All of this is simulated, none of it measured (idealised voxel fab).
Process module, titled voxel self aligned vias
Square cells of 5 nm make up the cross-section cut, whose width is 225 nm.
In what follows, cross-sections appear as grids of square cells, described through bands that run from the top down, where every band is one or more rows of cells. The entry gives the band's vertical extent as a top height and a bottom height in nm, then its horizontal make-up as materials from left to right, each with a width in nm. "blank" stands for empty space; a single material marked "full width" fills the band edge to edge. For the purposes of this specification, 0 denotes the height below which the wafer in its as-received condition is composed wholly of one material, and the lowermost band, lacking a lower limit, extends downward without end, as expressed in "0 and below". The notation "30..40" denotes a width that varies across the rows of cells in the band, beginning at the first number in the top row, finishing at the second number in the bottom row, and changing by an identical amount from each row to the next. For the purposes of this document, the phrase "nothing different" attached to a step denotes that no cell within the cross-section was modified by that step. Voids not open to the top, 8 cells minimum: see "Voids, enclosed". Written width x height at distance; distance is from the left edge; nm. Past the settings on a step's line: simulator remark, on that step. "overlay nm" denotes, for a step that has a mask, the displacement of the mask to the right of its planned place, with negative values corresponding to the left.
**Planned process steps**
- 1: RECEIVE with material Si
- 2: CONFORMAL_DEP with material SiO2, thk nm 15
- 3: CONFORMAL_DEP with material SiCN, thk nm 5
- 4: DIRECTIONAL_DEP with material lowk, thk nm 25
- 5: DIRECTIONAL_DEP with material aC, thk nm 10
- 6: PATTERN with tone open, mask id LINES, material resist, width nm 20, pitch nm 65, thk nm 25, overlay nm 0
- 7: DIRECTIONAL_ETCH with etch materials aC, depth nm 10
- 8: STRIP with etch materials resist
- 9: DIRECTIONAL_ETCH with etch materials lowk, depth nm 25
- 10: STRIP with etch materials aC
- 11: CONFORMAL_DEP with material TiN, thk nm 5
- 12: FILL_DEP with material Ru, thk nm 10
- 13: CMP with height nm 45
- 14: SELECTIVE_ETCH with etch materials W Ru TiN, depth nm 5
- 15: FILL_DEP with material SiN, thk nm 10
- 16: CMP with height nm 45
- 17: DIRECTIONAL_DEP with material lowk, thk nm 15
- 18: DIRECTIONAL_DEP with material aC, thk nm 15
- 19: PATTERN with tone open, mask id VIAS, material resist, width nm 40, pitch nm 130, thk nm 30, overlay nm 0
- 20: DIRECTIONAL_ETCH with etch materials aC, depth nm 15
- 21: STRIP with etch materials resist
- 22: DIRECTIONAL_ETCH with etch materials lowk, depth nm 15
- 23: DIRECTIONAL_ETCH with etch materials SiN, depth nm 5
- 24: STRIP with etch materials aC
- 25: CONFORMAL_DEP with material TiN, thk nm 5
- 26: FILL_DEP with material Cu, thk nm 5
- 27: CMP with height nm 60
- 28: CONFORMAL_DEP with material SiN, thk nm 5
**Cross-section: wafer on arrival = after step 1**
0 and below = Si full width
Voids, enclosed: none
**First of two wafers: cross-section at end of module, run per plan**
65 down to 60 = SiN full width
60 down to 50 = lowk 25; TiN 5; Cu 30; TiN 5; lowk 90; TiN 5; Cu 30; TiN 5; lowk 30
50 down to 45 = lowk 25; TiN 15; Cu 10; TiN 15; lowk 90; TiN 15; Cu 10; TiN 15; lowk 30
45 down to 40 = lowk 35; TiN 20; lowk 45; SiN 20; lowk 45; TiN 20; lowk 40
40 down to 25 = lowk 35; TiN 5; Ru 10; TiN 5; lowk 45; TiN 5; Ru 10; TiN 5; lowk 45; TiN 5; Ru 10; TiN 5; lowk 40
25 down to 20 = lowk 35; TiN 20; lowk 45; TiN 20; lowk 45; TiN 20; lowk 40
20 down to 15 = SiCN full width
15 down to 0 = SiO2 full width
0 and below = Si full width
Voids, enclosed: none
**Cross-sectional view of the second of two wafers upon completion of the module. This wafer shared its starting condition and process plan with the first; one error was made during its execution**
65 down to 60 = SiN full width
60 down to 50 = lowk 25; TiN 5; Cu 30; TiN 5; lowk 90; TiN 5; Cu 30; TiN 5; lowk 30
50 down to 45 = lowk 25; TiN 15; Cu 10; TiN 15; lowk 90; TiN 15; Cu 10; TiN 15; lowk 30
45 down to 40 = lowk 35; TiN 20; lowk 45; SiN 20; lowk 45; TiN 20; lowk 40
40 down to 25 = lowk 35; TiN 5; Ru 10; TiN 5; lowk 45; TiN 5; Ru 10; TiN 5; lowk 45; TiN 5; Ru 10; TiN 5; lowk 40
25 down to 20 = lowk 35; TiN 20; lowk 45; TiN 20; lowk 45; TiN 20; lowk 40
20 down to 5 = SiO2 full width
5 down to 0 = SiCN full width
0 and below = Si full width
Voids, enclosed: none
Error vs. plan: the run placed steps 2 and 3 each in the position the plan gave to the other
Matching per-material cell counts, mismatched positions: that is how the second wafer compares with the first at the end.
